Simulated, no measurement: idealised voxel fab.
Presented below is a process module, voxel gate over fins.
The cross-section on display is named cut; it measures 220 nm wide, and its cells are 5 nm squares.
If you're reading a cross-section in this doc, picture square cells in a grid; it comes to you as bands, top ones listed first down to the bottom, and a band can be one or more rows of cells. Band entry format. Leading values: height of top, height of bottom, nm. Remainder: materials in left-to-right order, each with its width in nm. Special words: "full width" on a single material, which then fills the band edge to edge; "empty", empty space. Height datum 0, below which the as-received substrate wafer is one material. Lowest band open at the bottom, running downward: "0 -> down". You'd read "30..40" like this: the band's top row of cells is as wide as the first number, its bottom row is as wide as the second, and going down, every row changes width by the same amount as the row before did. It should be understood that the words "identical to before", when stated for a given step, signify that the cross-section underwent no change in any of its cells during that step. "Enclosed empty spaces" means: voids of 8 cells or more that are shut off from the top with no open way through. Written width x height at distance, distance from the left edge, in nm. Read whatever lies past the settings on a step's line as the simulator's own remark about the step. overlay nm: step with mask; distance mask lay right of planned place; negative value = left of planned place.
[Below is the list of planned process steps]
| 1 | RECEIVE with material Si |
| 2 | CONFORMAL_DEP with material SiN, thk nm 5 |
| 3 | DIRECTIONAL_DEP with material aC, thk nm 10 |
| 4 | PATTERN with tone cover, mask id FINS, material resist, width nm 15, pitch nm 40, thk nm 25, overlay nm 0 |
| 5 | DIRECTIONAL_ETCH with etch materials aC, depth nm 10 |
| 6 | STRIP with etch materials resist |
| 7 | DIRECTIONAL_ETCH with etch materials SiN, depth nm 5 |
| 8 | DIRECTIONAL_ETCH with etch materials Si, depth nm 30 |
| 9 | STRIP with etch materials aC |
| 10 | FILL_DEP with material SiO2, thk nm 10 |
| 11 | CMP with height nm 5 |
| 12 | SELECTIVE_ETCH with etch materials SiO2, depth nm 20 |
| 13 | STRIP with etch materials SiN |
| 14 | CONFORMAL_DEP with material HfO2, thk nm 5 |
| 15 | CONFORMAL_DEP with material TiN, thk nm 5 |
| 16 | FILL_DEP with material W, thk nm 15 |
| 17 | CMP with height nm 20 |
| 18 | CONFORMAL_DEP with material SiN, thk nm 5 |
[Cross-section, incoming material, after step 1]
* 0 -> down | Si full width
* Enclosed empty spaces: none
[Post-module cross-section of the first of two wafers (run per plan)]
* 25 -> 20 | SiN full width
* 20 -> 10 | W full width
* 10 -> 5 | W (70)  TiN (35)  W (5)  TiN (35)  W (75)
* 5 -> 0 | W (70)  TiN (5)  HfO2 (25)  TiN (5)  W (5)  TiN (5)  HfO2 (25)  TiN (5)  W (75)
* 0 -> -5 | W (70)  TiN (5)  HfO2 (5)  Si (15)  HfO2 (5)  TiN (5)  W (5)  TiN (5)  HfO2 (5)  Si (15)  HfO2 (5)  TiN (5)  W (75)
* -5 -> -10 | TiN (75)  HfO2 (5)  Si (15)  HfO2 (5)  TiN (15)  HfO2 (5)  Si (15)  HfO2 (5)  TiN (80)
* -10 -> -15 | HfO2 (80)  Si (15)  HfO2 (25)  Si (15)  HfO2 (85)
* -15 -> -30 | SiO2 (80)  Si (15)  SiO2 (25)  Si (15)  SiO2 (85)
* -30 -> down | Si full width
* Enclosed empty spaces: none
[Here is the second of the two wafers cut open at the end of the module - same start, same plan as the first one, but we made one mistake running it]
* 25 -> 20 | SiN full width
* 20 -> 10 | W full width
* 10 -> 5 | W (70)  TiN (35)  W (5)  TiN (35)  W (75)
* 5 -> 0 | W (70)  TiN (5)  HfO2 (25)  TiN (5)  W (5)  TiN (5)  HfO2 (25)  TiN (5)  W (75)
* 0 -> -5 | W (70)  TiN (5)  HfO2 (5)  Si (15)  HfO2 (5)  TiN (5)  W (5)  TiN (5)  HfO2 (5)  Si (15)  HfO2 (5)  TiN (5)  W (75)
* -5 -> -10 | TiN (75)  HfO2 (5)  Si (15)  HfO2 (5)  TiN (15)  HfO2 (5)  Si (15)  HfO2 (5)  TiN (80)
* -10 -> -15 | HfO2 (80)  Si (15)  HfO2 (25)  Si (15)  HfO2 (85)
* -15 -> -60 | SiO2 (80)  Si (15)  SiO2 (25)  Si (15)  SiO2 (85)
* -60 -> down | Si full width
* Enclosed empty spaces: none
What went wrong in running the wafer? execution of plan step 8 occurred twice
In the final state, the cell counts of the second wafer exceed or fall short of those of the first for the following materials: Si: 228 fewer | SiO2: 228 more
